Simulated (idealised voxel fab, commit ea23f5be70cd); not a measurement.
Process module under the name voxel capacitor over wiring
Section cut is 245 nm wide and gridded with 5 nm square cells.
Format of a cross-section: grid, square cells. Given as bands. Order: top down. Band: one or more rows of cells. The entry gives the band's vertical extent as a top height and a bottom height in nm, then its horizontal make-up as materials from left to right, each with a width in nm. "empty" stands for empty space; a single material marked "all across" fills the band edge to edge. Heights are expressed relative to 0, this being the level below which the as-received wafer comprises one material exclusively. The lowest band is unbounded in the downward direction and is denoted as in "z 0 and below". Think of "30->40" as a width that walks from the first number to the second as you go down the band, top row to bottom row, taking equal-sized steps from row to row. "remained the same" after a step means that no cell of the cross-section changed. Empty spaces counting at least 8 cells and having no open way to the top are listed in "Enclosed internal voids". The notation width x height at distance is used for each, the distance being from the left edge and all three values in nm. Formally, on a step line, whatever follows the settings is a remark that the simulator itself makes on the step. If you see "overlay nm" on a step's line and that step has a mask, it's telling you how far right of where it was planned the mask ended up; a negative number means it went left instead.
Process steps - plan
1 RECEIVE with material Si
2 CONFORMAL_DEP with material SiO2, thk nm 15
3 DIRECTIONAL_DEP with material TiN, thk nm 5
4 DIRECTIONAL_DEP with material W, thk nm 20
5 DIRECTIONAL_DEP with material aC, thk nm 15
6 PATTERN with tone cover, mask id METAL_1, material resist, width nm 30, pitch nm 90, thk nm 35, overlay nm 0
7 DIRECTIONAL_ETCH with etch materials aC, depth nm 15
8 STRIP with etch materials resist
9 DIRECTIONAL_ETCH with etch materials W, depth nm 20
10 DIRECTIONAL_ETCH with etch materials TiN, depth nm 5
11 STRIP with etch materials aC
12 FILL_DEP with material lowk, thk nm 5
13 CMP with height nm 40
14 CONFORMAL_DEP with material SiCN, thk nm 5
15 DIRECTIONAL_DEP with material lowk, thk nm 10
16 DIRECTIONAL_DEP with material aC, thk nm 10
17 PATTERN with tone open, mask id PLUG_1, material resist, width nm 15, thk nm 25, overlay nm 0
18 DIRECTIONAL_ETCH with etch materials aC, depth nm 10
19 STRIP with etch materials resist
20 DIRECTIONAL_ETCH with etch materials lowk, depth nm 10
21 DIRECTIONAL_ETCH with etch materials SiCN, depth nm 5
22 STRIP with etch materials aC
23 EPI with material Ru, thk nm 10
24 EPI with material Ru, thk nm 5
25 DIRECTIONAL_DEP with material TiN, thk nm 5
26 DIRECTIONAL_DEP with material Al2O3, thk nm 5
27 DIRECTIONAL_DEP with material TiN, thk nm 5
28 PATTERN with tone cover, mask id UPPER_PLATE, material resist, width nm 65, thk nm 15, overlay nm 0
29 DIRECTIONAL_ETCH with etch materials TiN, depth nm 5
30 DIRECTIONAL_ETCH with etch materials Al2O3, depth nm 5
31 STRIP with etch materials resist
32 DIRECTIONAL_DEP with material aC, thk nm 10
33 PATTERN with tone cover, mask id LOWER_PLATE, material resist, width nm 75, thk nm 30, overlay nm 0
34 DIRECTIONAL_ETCH with etch materials aC, depth nm 10
35 STRIP with etch materials resist
36 DIRECTIONAL_ETCH with etch materials TiN, depth nm 5
37 STRIP with etch materials aC
38 FILL_DEP with material SiO2, thk nm 15
39 CMP with height nm 80
40 PATTERN with tone open, mask id PLUG_2, material resist, width nm 15, thk nm 15, overlay nm 0
41 DIRECTIONAL_ETCH with etch materials SiO2, depth nm 10
42 STRIP with etch materials resist
43 CONFORMAL_DEP with material TiN, thk nm 5
44 FILL_DEP with material Cu, thk nm 10
45 CMP with height nm 80
46 CONFORMAL_DEP with material SiN, thk nm 5
As-received state of the wafer in cross-section, equivalent to post-step 1
    z 0 and below  Si all across
    Enclosed internal voids: none
Wafer cross-section at module end: first of two, run to plan
    z 85 to 80  SiN all across
    z 80 to 75  85 of SiO2; 5 of TiN; 5 of Cu; 5 of TiN; 145 of SiO2
    z 75 to 65  85->75 of SiO2; 15->65 of TiN; 145->105 of SiO2
    z 65 to 60  75 of SiO2; 65 of Al2O3; 105 of SiO2
    z 60 to 55  70 of SiO2; 75 of TiN; 100 of SiO2
    z 55 to 45  75 of lowk; 15 of Ru; 155 of lowk
    z 45 to 40  75 of SiCN; 15 of Ru; 155 of SiCN
    z 40 to 20  60 of lowk; 30 of W; 60 of lowk; 30 of W; 65 of lowk
    z 20 to 15  60 of lowk; 30 of TiN; 60 of lowk; 30 of TiN; 65 of lowk
    z 15 to 0  SiO2 all across
    z 0 and below  Si all across
    Enclosed internal voids: none
Wafer two cross-section, module end. Start and plan unchanged from wafer one; one mistake made during the run
    z 85 to 80  SiN all across
    z 80 to 75  85 of SiO2; 5 of TiN; 5 of Cu; 5 of TiN; 145 of SiO2
    z 75 to 70  85 of SiO2; 15 of TiN; 145 of SiO2
    z 70 to 65  SiO2 all across
    z 65 to 60  75 of SiO2; 65 of Al2O3; 105 of SiO2
    z 60 to 55  70 of TiN; 5 of SiO2; 65 of TiN; 5 of SiO2; 100 of TiN
    z 55 to 45  75 of lowk; 15 of Ru; 155 of lowk
    z 45 to 40  75 of SiCN; 15 of Ru; 155 of SiCN
    z 40 to 20  60 of lowk; 30 of W; 60 of lowk; 30 of W; 65 of lowk
    z 20 to 15  60 of lowk; 30 of TiN; 60 of lowk; 30 of TiN; 65 of lowk
    z 15 to 0  SiO2 all across
    z 0 and below  Si all across
    Enclosed internal voids: none
Want to know what went wrong? so step 33 ended up running with a different setting than we planned, it ran as PATTERN with tone open, mask id LOWER_PLATE, material resist, width nm 75, thk nm 30, overlay nm 0
Final wafer comparison in cells, second versus first, more or fewer per material: -19 SiO2; +19 TiN
